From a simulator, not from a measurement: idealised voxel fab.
This is a process module. Its name is voxel plated lines.
Xsec cut, 245 nm wide, square cell size 5 nm.
Cross-sections here: square-cell grids, written as top-down lists of bands, a band being one or more rows of cells. The band entry comprises the height of the band's top followed by the height of its bottom, expressed in nm, and subsequently the band's materials from left to right, each stated together with its width in nm. Where a single material is marked with the word "edge to edge", that material fills the band from edge to edge. The word "empty" represents empty space. Zero point of the height axis is 0; under it, received wafer = one material. Lowest band: continues down indefinitely, "top 0, no bottom". Think of "30..40" as a width that walks from the first number to the second as you go down the band, top row to bottom row, taking equal-sized steps from row to row. Take "same as before" at face value: in the step it is given for, the cross-section changed in none of its cells. Heads up: "Non-vented voids" only lists the empty pockets with no open path to the top that are 8 cells or more, and it writes them as width x height at distance, distance from the left edge, in nm. Formally, on a step line, whatever follows the settings is a remark that the simulator itself makes on the step. A step's line can hold "overlay nm"; with a mask on that step, the setting says how far right of the planned place the mask lay, while a negative setting says it lay to the left.

Intended process steps:
1) RECEIVE, material Si
2) CONFORMAL_DEP, material SiN, thk nm 15
3) DIRECTIONAL_DEP, material TiN, thk nm 5
4) PATTERN, tone open, mask id LINES, material resist, width nm 15, pitch nm 35, thk nm 40, overlay nm 0
5) EPI, material Ru, thk nm 5
6) EPI, material Ru, thk nm 5
7) EPI, material Ru, thk nm 5
8) STRIP, etch materials resist
9) DIRECTIONAL_ETCH, etch materials TiN, depth nm 5
10) CONFORMAL_DEP, material SiN, thk nm 10

The first wafer of two, processed as planned:

The cross-section here shows the wafer as received, i.e. in its state after step 1:
    top 0, no bottom | Si edge to edge
    Non-vented voids: none

The wafer, seen in cross-section, after step 2:
    top 15, bottom 0 | SiN edge to edge
    Below 0, no change.

The wafer, seen in cross-section, after step 3:
    top 20, bottom 15 | TiN edge to edge
    Below 15, no change.

The wafer, seen in cross-section, after step 4:
    top 60, bottom 20 | 80 resist / 15 empty / 20 resist / 15 empty / 20 resist / 15 empty / 80 resist
    Below 20, no change.

The wafer, seen in cross-section, after step 5:
    top 60, bottom 25 | 80 resist / 15 empty / 20 resist / 15 empty / 20 resist / 15 empty / 80 resist
    top 25, bottom 20 | 80 resist / 15 Ru / 20 resist / 15 Ru / 20 resist / 15 Ru / 80 resist
    Below 20, no change.

The wafer, seen in cross-section, after step 6:
    top 60, bottom 30 | 80 resist / 15 empty / 20 resist / 15 empty / 20 resist / 15 empty / 80 resist
    top 30, bottom 20 | 80 resist / 15 Ru / 20 resist / 15 Ru / 20 resist / 15 Ru / 80 resist
    Below 20, no change.

The wafer, seen in cross-section, after step 7:
    top 60, bottom 35 | 80 resist / 15 empty / 20 resist / 15 empty / 20 resist / 15 empty / 80 resist
    top 35, bottom 20 | 80 resist / 15 Ru / 20 resist / 15 Ru / 20 resist / 15 Ru / 80 resist
    Below 20, no change.

The wafer, seen in cross-section, after step 8:
    top 35, bottom 20 | 80 empty / 15 Ru / 20 empty / 15 Ru / 20 empty / 15 Ru / 80 empty
    Below 20, no change.

The wafer, seen in cross-section, after step 9:
    top 35, bottom 20 | 80 empty / 15 Ru / 20 empty / 15 Ru / 20 empty / 15 Ru / 80 empty
    top 20, bottom 15 | 80 empty / 15 TiN / 20 empty / 15 TiN / 20 empty / 15 TiN / 80 empty
    Below 15, no change.

The wafer, seen in cross-section, after step 10:
    top 45, bottom 35 | 70 empty / 105 SiN / 70 empty
    top 35, bottom 25 | 70 empty / 10 SiN / 15 Ru / 20 SiN / 15 Ru / 20 SiN / 15 Ru / 10 SiN / 70 empty
    top 25, bottom 20 | 80 SiN / 15 Ru / 20 SiN / 15 Ru / 20 SiN / 15 Ru / 80 SiN
    top 20, bottom 15 | 80 SiN / 15 TiN / 20 SiN / 15 TiN / 20 SiN / 15 TiN / 80 SiN
    Below 15, no change.

Okay, second wafer. Nothing different at the start, nothing different in the plan, just one mistake somewhere in the running. As far as step 3, counting that step, it's the first wafer all over again:

Cross-section: second wafer, time at which step 4 was scheduled to end:
    top 60, bottom 20 | 80 empty / 15 resist / 20 empty / 15 resist / 20 empty / 15 resist / 80 empty
    Below 20, no change.

Cross-section: second wafer, time at which step 5 was scheduled to end:
    top 60, bottom 25 | 80 empty / 15 resist / 20 empty / 15 resist / 20 empty / 15 resist / 80 empty
    top 25, bottom 20 | 80 Ru / 15 resist / 20 Ru / 15 resist / 20 Ru / 15 resist / 80 Ru
    Below 20, no change.

Cross-section: second wafer, time at which step 6 was scheduled to end:
    top 60, bottom 30 | 80 empty / 15 resist / 20 empty / 15 resist / 20 empty / 15 resist / 80 empty
    top 30, bottom 20 | 80 Ru / 15 resist / 20 Ru / 15 resist / 20 Ru / 15 resist / 80 Ru
    Below 20, no change.

Cross-section: second wafer, time at which step 7 was scheduled to end:
    top 60, bottom 35 | 80 empty / 15 resist / 20 empty / 15 resist / 20 empty / 15 resist / 80 empty
    top 35, bottom 20 | 80 Ru / 15 resist / 20 Ru / 15 resist / 20 Ru / 15 resist / 80 Ru
    Below 20, no change.

Cross-section: second wafer, time at which step 8 was scheduled to end:
    top 35, bottom 20 | 80 Ru / 15 empty / 20 Ru / 15 empty / 20 Ru / 15 empty / 80 Ru
    Below 20, no change.

Cross-section: second wafer, time at which step 9 was scheduled to end:
    top 35, bottom 20 | 80 Ru / 15 empty / 20 Ru / 15 empty / 20 Ru / 15 empty / 80 Ru
    top 20, bottom 15 | 80 TiN / 15 empty / 20 TiN / 15 empty / 20 TiN / 15 empty / 80 TiN
    Below 15, no change.

Cross-section: second wafer, time at which step 10 was scheduled to end:
    top 45, bottom 35 | SiN edge to edge
    top 35, bottom 20 | 80 Ru / 15 SiN / 20 Ru / 15 SiN / 20 Ru / 15 SiN / 80 Ru
    top 20, bottom 15 | 80 TiN / 15 SiN / 20 TiN / 15 SiN / 20 TiN / 15 SiN / 80 TiN
    Below 15, no change.
Diagnosis: step 4 went in with a setting other than planned; the actual run was PATTERN, tone cover, mask id LINES, material resist, width nm 15, pitch nm 35, thk nm 40, overlay nm 0
Materials where the second wafer ends with more or fewer cells than the first: +93 Ru, -12 SiN, +31 TiN
